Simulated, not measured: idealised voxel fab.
This section sets out a process module, namely voxel tone inversion.
Section cut is 190 nm wide and gridded with 5 nm square cells.
If you're reading a cross-section in this doc, picture square cells in a grid; it comes to you as bands, top ones listed first down to the bottom, and a band can be one or more rows of cells. The band entry comprises the height of the band's top followed by the height of its bottom, expressed in nm, and subsequently the band's materials from left to right, each stated together with its width in nm. Where a single material is marked with the word "all across", that material fills the band from edge to edge. The word "air" represents empty space. Height is counted from the level 0, under which the received wafer is composed throughout of one material. The lowest of the bands is not closed at the bottom but continues downward, in the notation "0..down". Think of "30->40" as a width that walks from the first number to the second as you go down the band, top row to bottom row, taking equal-sized steps from row to row. "no alteration" (step): cross-section cells unchanged, all of them. This entry, "Completely sealed voids", enumerates those empty regions of no fewer than 8 cells that possess no open connection to the top. Each region is reported in the form width x height at distance, the distance being taken from the left edge, with all three quantities expressed in nm. Post-settings text on a step line: simulator's own remark regarding the step. overlay nm: where the mask lay relative to plan, measured to the right, on steps with a mask; negatives go left.
Steps planned for the process:
1: RECEIVE,material Si
2: CONFORMAL_DEP,material SiN,thk nm 5
3: DIRECTIONAL_DEP,material polySi,thk nm 15
4: PATTERN,tone cover,mask id POSTS,material resist,width nm 15,pitch nm 45,thk nm 25,overlay nm 0
5: DIRECTIONAL_ETCH,etch materials polySi,depth nm 15
6: STRIP,etch materials resist
7: FILL_DEP,material SiO2,thk nm 5
8: CMP,height nm 20
9: STRIP,etch materials polySi
The value of width nm given for step 4 in the plan refers to the first wafer; the wafers vary in this setting and are alike at the start.
Incoming state of the first of several wafers in cross-section: after step 1:
> 0..down | Si all across
> Completely sealed voids: none
Here is the cross-section of the first of several wafers at the end of the module, after its last step, step 9:
> 20..5 | SiO2=40, then air=15, then SiO2=30, then air=15, then SiO2=30, then air=15, then SiO2=45
> 5..0 | SiN all across
> 0..down | Si all across
> Completely sealed voids: none
Cross-section of the final wafer among several, taken at the end of the module:
> 20..5 | SiO2=35, then air=30, then SiO2=15, then air=30, then SiO2=15, then air=30, then SiO2=35
> 5..0 | SiN all across
> 0..down | Si all across
> Completely sealed voids: none
Per-wafer rows below. For each material: cells gained (+) or lost (-) since the wafer was received, as of end of module. Then: closed voids:
width nm 15; +38 SiN; +87 SiO2; Completely sealed voids: none
width nm 20; +38 SiN; +78 SiO2; Completely sealed voids: none
width nm 25; +38 SiN; +69 SiO2; Completely sealed voids: none
width nm 30; +38 SiN; +60 SiO2; Completely sealed voids: none
